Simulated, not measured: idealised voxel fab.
The following process module bears the name voxel tone inversion.
The cross-section on display is named cut; it measures 250 nm wide, and its cells are 5 nm squares.
A cross-section is written here as square cells arranged in a grid, and it is given in bands from the top down, each band taking up one or more rows of cells. This entry defines a band. It first specifies the height of the band's top and the height of its bottom in nm, and then specifies the band's materials from left to right, stating each material with its width in nm. The word "throughout" identifies a single material that fills the band from edge to edge, while the word "empty" identifies empty space. Heights are reckoned from 0. Under this level, the received wafer is all of one material. The bottommost band is open-ended downward, for example "z 0 and below". Graded width ("30->40"): value in top row of band = first number; value in bottom row = second number; row-to-row change constant. You'll sometimes find "no modification" written for a step, and that's the way of saying that nowhere in the cross-section did a cell change during that step. Enclosed voids (no open way to top), threshold 8 cells or more, entry "Sealed voids", notation width x height at distance, distance from left edge, nm. That trailing text on a step's line, after the settings, is the simulator's own remark on the step. "overlay nm" on a masked step: distance the mask lay right of its planned place, negative for left.

The planned process steps are enumerated hereunder:
- 1: RECEIVE (material Si)
- 2: CONFORMAL_DEP (material SiCN; thk nm 5)
- 3: DIRECTIONAL_DEP (material aC; thk nm 20)
- 4: PATTERN (tone cover; mask id POSTS; material resist; width nm 15; pitch nm 35; thk nm 30; overlay nm 0)
- 5: DIRECTIONAL_ETCH (etch materials aC; depth nm 20)
- 6: STRIP (etch materials resist)
- 7: FILL_DEP (material lowk; thk nm 10)
- 8: CMP (height nm 25)
- 9: STRIP (etch materials aC)
- 10: CONFORMAL_DEP (material TiN; thk nm 5)
- 11: FILL_DEP (material W; thk nm 5)
- 12: CMP (height nm 25)
- 13: CONFORMAL_DEP (material SiN; thk nm 5)

Cross-section of the incoming wafer, state after step 1:
z 0 and below  Si throughout
Sealed voids: none

This is how the wafer looks in cross-section once the module is done, given the starting state and plan above and one mistake in carrying the plan out:
z 30 to 25  SiN throughout
z 25 to 20  SiCN throughout
z 20 to 0  aC throughout
z 0 and below  Si throughout
Sealed voids: none
Heads up, the wafer didn't run the way we planned it: plan vs actual: 2 and 3 interchanged
